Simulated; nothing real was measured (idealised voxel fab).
You're looking at the process module voxel self aligned contacts.
Displayed cross-section: cut, width of 220 nm, square cells sized 5 nm.
Bands, listed from the top down, are how a cross-section gets written in this document; the cross-section itself is a grid of square cells, and a band is one or more rows of them. Top height, bottom height, nm. Materials left to right, width each, nm. Single material + "edge to edge" = fills band edge to edge. "blank" = empty. Counting heights begins at 0, where everything beneath is, in the wafer as received, one material. The lowest band has no bottom; it goes on downwards, as "0 down" shows. Note: "30 to 40" means the width goes from the first number (top row of the band) to the second number (bottom row) in equal steps per row of cells. Where the words "stayed the same" appear for a step, the cross-section shows no cell changed by that step; every cell remained as before. The list in "Sealed void listing" covers empty spaces of 8 cells or more that cannot reach the top through any open way, and it gives each as width x height at distance; the distance is from the left edge, and width, height and distance are in nm. Whatever follows a step's settings on its line is a remark the simulator itself makes about that step. Regarding "overlay nm": on a step with a mask, it is the distance the mask lay to the right of its planned place; a negative value places it to the left.
Here's what the planned process steps look like
| 1 | RECEIVE,material Si |
| 2 | CONFORMAL_DEP,material SiO2,thk nm 5 |
| 3 | DIRECTIONAL_DEP,material polySi,thk nm 25 |
| 4 | DIRECTIONAL_DEP,material SiN,thk nm 25 |
| 5 | DIRECTIONAL_DEP,material aC,thk nm 15 |
| 6 | PATTERN,tone cover,mask id GATE,material resist,width nm 25,pitch nm 70,thk nm 30,overlay nm 0 |
| 7 | DIRECTIONAL_ETCH,etch materials aC,depth nm 15 |
| 8 | STRIP,etch materials resist |
| 9 | DIRECTIONAL_ETCH,etch materials SiN,depth nm 25 |
| 10 | DIRECTIONAL_ETCH,etch materials polySi,depth nm 25 |
| 11 | STRIP,etch materials aC |
| 12 | CONFORMAL_DEP,material SiN,thk nm 10 |
| 13 | DIRECTIONAL_ETCH,etch materials SiN,depth nm 10 |
| 14 | FILL_DEP,material SiO2,thk nm 20 |
| 15 | CMP,height nm 65 |
| 16 | PATTERN,tone open,mask id CONTACT,material resist,width nm 55,thk nm 20,overlay nm 0 |
| 17 | DIRECTIONAL_ETCH,etch materials SiO2,depth nm 65 |
| 18 | STRIP,etch materials resist |
| 19 | CONFORMAL_DEP,material TiN,thk nm 5 |
| 20 | FILL_DEP,material W,thk nm 10 |
| 21 | CMP,height nm 65 |
| 22 | CONFORMAL_DEP,material SiN,thk nm 5 |
First of two wafers - as planned
Delivered wafer in cross-section: state after step 1
0 down | Si edge to edge
Sealed void listing: none
Cross-section: wafer state after step 2
5 to 0 | SiO2 edge to edge
Unchanged below 0.
Cross-section: wafer state after step 3
30 to 5 | polySi edge to edge
Unchanged below 5.
Cross-section: wafer state after step 4
55 to 30 | SiN edge to edge
Unchanged below 30.
Cross-section: wafer state after step 5
70 to 55 | aC edge to edge
Unchanged below 55.
Cross-section: wafer state after step 6
100 to 70 | blank=60 | resist=25 | blank=45 | resist=25 | blank=65
Unchanged below 70.
Cross-section: wafer state after step 7
85 to 70 | blank=60 | resist=25 | blank=45 | resist=25 | blank=65
70 to 55 | blank=60 | aC=25 | blank=45 | aC=25 | blank=65
Unchanged below 55.
Cross-section: wafer state after step 8
70 to 55 | blank=60 | aC=25 | blank=45 | aC=25 | blank=65
Unchanged below 55.
Cross-section: wafer state after step 9
70 to 55 | blank=60 | aC=25 | blank=45 | aC=25 | blank=65
55 to 30 | blank=60 | SiN=25 | blank=45 | SiN=25 | blank=65
Unchanged below 30.
Cross-section: wafer state after step 10
70 to 55 | blank=60 | aC=25 | blank=45 | aC=25 | blank=65
55 to 30 | blank=60 | SiN=25 | blank=45 | SiN=25 | blank=65
30 to 5 | blank=60 | polySi=25 | blank=45 | polySi=25 | blank=65
Unchanged below 5.
Cross-section: wafer state after step 11
55 to 30 | blank=60 | SiN=25 | blank=45 | SiN=25 | blank=65
Unchanged below 30.
Cross-section: wafer state after step 12
65 to 30 | blank=50 | SiN=45 | blank=25 | SiN=45 | blank=55
30 to 15 | blank=50 | SiN=10 | polySi=25 | SiN=10 | blank=25 | SiN=10 | polySi=25 | SiN=10 | blank=55
15 to 5 | SiN=60 | polySi=25 | SiN=45 | polySi=25 | SiN=65
Unchanged below 5.
Cross-section: wafer state after step 13
55 to 30 | blank=50 | SiN=45 | blank=25 | SiN=45 | blank=55
30 to 5 | blank=50 | SiN=10 | polySi=25 | SiN=10 | blank=25 | SiN=10 | polySi=25 | SiN=10 | blank=55
Unchanged below 5.
Cross-section: wafer state after step 14
75 to 55 | SiO2 edge to edge
55 to 30 | SiO2=50 | SiN=45 | SiO2=25 | SiN=45 | SiO2=55
30 to 5 | SiO2=50 | SiN=10 | polySi=25 | SiN=10 | SiO2=25 | SiN=10 | polySi=25 | SiN=10 | SiO2=55
Unchanged below 5.
Cross-section: wafer state after step 15
65 to 55 | SiO2 edge to edge
Unchanged below 55.
Cross-section: wafer state after step 16
85 to 65 | resist=80 | blank=55 | resist=85
Unchanged below 65.
Cross-section: wafer state after step 17
85 to 65 | resist=80 | blank=55 | resist=85
65 to 55 | SiO2=80 | blank=55 | SiO2=85
55 to 30 | SiO2=50 | SiN=45 | blank=25 | SiN=45 | SiO2=55
30 to 5 | SiO2=50 | SiN=10 | polySi=25 | SiN=10 | blank=25 | SiN=10 | polySi=25 | SiN=10 | SiO2=55
5 to 0 | SiO2=95 | blank=25 | SiO2=100
Unchanged below 0.
Cross-section: wafer state after step 18
65 to 55 | SiO2=80 | blank=55 | SiO2=85
Unchanged below 55.
Cross-section: wafer state after step 19
70 to 65 | TiN=85 | blank=45 | TiN=90
65 to 55 | SiO2=80 | TiN=5 to 20 | blank=45 to 15 | TiN=5 to 20 | SiO2=85
55 to 30 | SiO2=50 | SiN=45 | TiN=5 | blank=15 | TiN=5 | SiN=45 | SiO2=55
30 to 5 | SiO2=50 | SiN=10 | polySi=25 | SiN=10 | TiN=5 | blank=15 | TiN=5 | SiN=10 | polySi=25 | SiN=10 | SiO2=55
5 to 0 | SiO2=95 | TiN=25 | SiO2=100
Unchanged below 0.
Cross-section: wafer state after step 20
80 to 70 | W edge to edge
70 to 65 | TiN=85 | W=45 | TiN=90
65 to 55 | SiO2=80 | TiN=5 to 20 | W=45 to 15 | TiN=5 to 20 | SiO2=85
55 to 30 | SiO2=50 | SiN=45 | TiN=5 | W=15 | TiN=5 | SiN=45 | SiO2=55
30 to 5 | SiO2=50 | SiN=10 | polySi=25 | SiN=10 | TiN=5 | W=15 | TiN=5 | SiN=10 | polySi=25 | SiN=10 | SiO2=55
Unchanged below 5.
Cross-section: wafer state after step 21
65 to 55 | SiO2=80 | TiN=5 to 20 | W=45 to 15 | TiN=5 to 20 | SiO2=85
Unchanged below 55.
Cross-section: wafer state after step 22
70 to 65 | SiN edge to edge
Unchanged below 65.
Wafer two. Same start, same plan, one slip in execution. Same as wafer one through step 1, inclusive
Second wafer at the planned finish of step 2, seen in cross-section
25 to 0 | polySi edge to edge
Unchanged below 0.
Second wafer at the planned finish of step 3, seen in cross-section
30 to 25 | SiO2 edge to edge
Unchanged below 25.
Second wafer at the planned finish of step 4, seen in cross-section
55 to 30 | SiN edge to edge
Unchanged below 30.
Second wafer at the planned finish of step 5, seen in cross-section
70 to 55 | aC edge to edge
Unchanged below 55.
Second wafer at the planned finish of step 6, seen in cross-section
100 to 70 | blank=60 | resist=25 | blank=45 | resist=25 | blank=65
Unchanged below 70.
Second wafer at the planned finish of step 7, seen in cross-section
85 to 70 | blank=60 | resist=25 | blank=45 | resist=25 | blank=65
70 to 55 | blank=60 | aC=25 | blank=45 | aC=25 | blank=65
Unchanged below 55.
Second wafer at the planned finish of step 8, seen in cross-section
70 to 55 | blank=60 | aC=25 | blank=45 | aC=25 | blank=65
Unchanged below 55.
Second wafer at the planned finish of step 9, seen in cross-section
70 to 55 | blank=60 | aC=25 | blank=45 | aC=25 | blank=65
55 to 30 | blank=60 | SiN=25 | blank=45 | SiN=25 | blank=65
Unchanged below 30.
Second wafer at the planned finish of step 10, seen in cross-section: stayed the same
Second wafer at the planned finish of step 11, seen in cross-section
55 to 30 | blank=60 | SiN=25 | blank=45 | SiN=25 | blank=65
Unchanged below 30.
Second wafer at the planned finish of step 12, seen in cross-section
65 to 40 | blank=50 | SiN=45 | blank=25 | SiN=45 | blank=55
40 to 30 | SiN edge to edge
Unchanged below 30.
Second wafer at the planned finish of step 13, seen in cross-section
55 to 30 | blank=50 | SiN=45 | blank=25 | SiN=45 | blank=55
Unchanged below 30.
Second wafer at the planned finish of step 14, seen in cross-section
75 to 55 | SiO2 edge to edge
55 to 30 | SiO2=50 | SiN=45 | SiO2=25 | SiN=45 | SiO2=55
Unchanged below 30.
Second wafer at the planned finish of step 15, seen in cross-section
65 to 55 | SiO2 edge to edge
Unchanged below 55.
Second wafer at the planned finish of step 16, seen in cross-section
85 to 65 | resist=80 | blank=55 | resist=85
Unchanged below 65.
Second wafer at the planned finish of step 17, seen in cross-section
85 to 65 | resist=80 | blank=55 | resist=85
65 to 55 | SiO2=80 | blank=55 | SiO2=85
55 to 30 | SiO2=50 | SiN=45 | blank=25 | SiN=45 | SiO2=55
30 to 25 | SiO2=95 | blank=25 | SiO2=100
Unchanged below 25.
Second wafer at the planned finish of step 18, seen in cross-section
65 to 55 | SiO2=80 | blank=55 | SiO2=85
Unchanged below 55.
Second wafer at the planned finish of step 19, seen in cross-section
70 to 65 | TiN=85 | blank=45 | TiN=90
65 to 55 | SiO2=80 | TiN=5 to 20 | blank=45 to 15 | TiN=5 to 20 | SiO2=85
55 to 30 | SiO2=50 | SiN=45 | TiN=5 | blank=15 | TiN=5 | SiN=45 | SiO2=55
30 to 25 | SiO2=95 | TiN=25 | SiO2=100
Unchanged below 25.
Second wafer at the planned finish of step 20, seen in cross-section
80 to 70 | W edge to edge
70 to 65 | TiN=85 | W=45 | TiN=90
65 to 55 | SiO2=80 | TiN=5 to 20 | W=45 to 15 | TiN=5 to 20 | SiO2=85
55 to 30 | SiO2=50 | SiN=45 | TiN=5 | W=15 | TiN=5 | SiN=45 | SiO2=55
Unchanged below 30.
Second wafer at the planned finish of step 21, seen in cross-section
65 to 55 | SiO2=80 | TiN=5 to 20 | W=45 to 15 | TiN=5 to 20 | SiO2=85
Unchanged below 55.
Second wafer at the planned finish of step 22, seen in cross-section
70 to 65 | SiN edge to edge
Unchanged below 65.
What went wrong in running the wafer? plan steps 2 and 3 run swapped
Wafer comparison, final, in cells, second relative to first, materials more or fewer: 40 fewer of SiN, 105 fewer of SiO2, 10 fewer of TiN, 15 fewer of W, 170 more of polySi
